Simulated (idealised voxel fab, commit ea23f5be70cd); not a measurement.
The process module that follows is named voxel self aligned vias.
Square cell edge 5 nm, section width 255 nm, ID cut.
A cross-section is a grid of square cells, given in bands from the top down. A band is one or more rows of cells. A band entry consists of two parts. The first gives the height of the band's top and the height of its bottom, in nm. The rest lists the band's materials from left to right, each with its width in nm. A single material labelled with the word "full width" fills the band from edge to edge, and the word "blank" marks empty space. Below 0: as-received wafer, all one material; heights counted from there. Lowest band: no bottom, goes on down, written "z 0 and below". Graded width ("30->40"): value in top row of band = first number; value in bottom row = second number; row-to-row change constant. "stayed the same", as given for a step, is the statement that not any cell of the cross-section underwent a change during that step. "Sealed void inventory": sealed empty spaces, 8 cells or more, no open way to top, listed width x height at distance, with distance from the left edge and width, height and distance in nm. Text after the settings on a step's line: the simulator's own remark on that step. overlay nm: where the mask lay relative to plan, measured to the right, on steps with a mask; negatives go left.
[The planned process steps are enumerated hereunder]
1 RECEIVE | material Si
2 CONFORMAL_DEP | material SiO2 | thk nm 10
3 CONFORMAL_DEP | material SiCN | thk nm 5
4 DIRECTIONAL_DEP | material lowk | thk nm 20
5 MASKED_ETCH | tone open | mask id LINES | width nm 20 | pitch nm 55 | etch materials lowk | depth nm 20 | overlay nm 0
6 CONFORMAL_DEP | material TiN | thk nm 5
7 FILL_DEP | material W | thk nm 5
8 CMP | height nm 35
9 SELECTIVE_ETCH | etch materials W Ru TiN | depth nm 5
10 FILL_DEP | material SiN | thk nm 10
11 CMP | height nm 35
12 DIRECTIONAL_DEP | material lowk | thk nm 20
13 PATTERN | tone open | mask id VIAS | material resist | width nm 40 | pitch nm 55 | thk nm 20 | overlay nm 0
14 DIRECTIONAL_ETCH | etch materials lowk | depth nm 20
15 DIRECTIONAL_ETCH | etch materials SiN | depth nm 5
16 STRIP | etch materials resist
17 CONFORMAL_DEP | material TiN | thk nm 5
18 FILL_DEP | material Ru | thk nm 10
19 CMP | height nm 55
20 CONFORMAL_DEP | material SiCN | thk nm 5
[The cross-section here shows the wafer as received, i.e. in its state after step 1]
z 0 and below  Si full width
Sealed void inventory: none
[Module complete - cross-section of the first of two wafers, run according to plan]
z 60 to 55  SiCN full width
z 55 to 40  50 nm lowk, 5 nm TiN, 30 nm Ru, 5 nm TiN, 15 nm lowk, 5 nm TiN, 30 nm Ru, 5 nm TiN, 15 nm lowk, 5 nm TiN, 30 nm Ru, 5 nm TiN, 55 nm lowk
z 40 to 35  50 nm lowk, 15 nm TiN, 10 nm Ru, 15 nm TiN, 15 nm lowk, 15 nm TiN, 10 nm Ru, 15 nm TiN, 15 nm lowk, 15 nm TiN, 10 nm Ru, 15 nm TiN, 55 nm lowk
z 35 to 30  60 nm lowk, 20 nm TiN, 35 nm lowk, 20 nm TiN, 35 nm lowk, 20 nm TiN, 65 nm lowk
z 30 to 20  60 nm lowk, 5 nm TiN, 10 nm W, 5 nm TiN, 35 nm lowk, 5 nm TiN, 10 nm W, 5 nm TiN, 35 nm lowk, 5 nm TiN, 10 nm W, 5 nm TiN, 65 nm lowk
z 20 to 15  60 nm lowk, 20 nm TiN, 35 nm lowk, 20 nm TiN, 35 nm lowk, 20 nm TiN, 65 nm lowk
z 15 to 10  SiCN full width
z 10 to 0  SiO2 full width
z 0 and below  Si full width
Sealed void inventory: none
[Wafer two cross-section, module end. Start and plan unchanged from wafer one; one mistake made during the run]
z 60 to 55  SiCN full width
z 55 to 40  50 nm lowk, 5 nm TiN, 30 nm Ru, 5 nm TiN, 15 nm lowk, 5 nm TiN, 30 nm Ru, 5 nm TiN, 15 nm lowk, 5 nm TiN, 30 nm Ru, 5 nm TiN, 55 nm lowk
z 40 to 35  50 nm lowk, 40 nm TiN, 15 nm lowk, 40 nm TiN, 15 nm lowk, 40 nm TiN, 55 nm lowk
z 35 to 20  60 nm lowk, 5 nm TiN, 10 nm SiO2, 5 nm TiN, 35 nm lowk, 5 nm TiN, 10 nm SiO2, 5 nm TiN, 35 nm lowk, 5 nm TiN, 10 nm SiO2, 5 nm TiN, 65 nm lowk
z 20 to 15  60 nm lowk, 20 nm TiN, 35 nm lowk, 20 nm TiN, 35 nm lowk, 20 nm TiN, 65 nm lowk
z 15 to 10  SiCN full width
z 10 to 0  SiO2 full width
z 0 and below  Si full width
Sealed void inventory: none
In executing the process, a mistake was made relative to the plan: step 7: run off-plan, actual operation and settings FILL_DEP | material SiO2 | thk nm 5
Counted in cells at the end, the second wafer holds more or fewer of these materials than the first: -6 Ru; +18 SiO2; -12 W
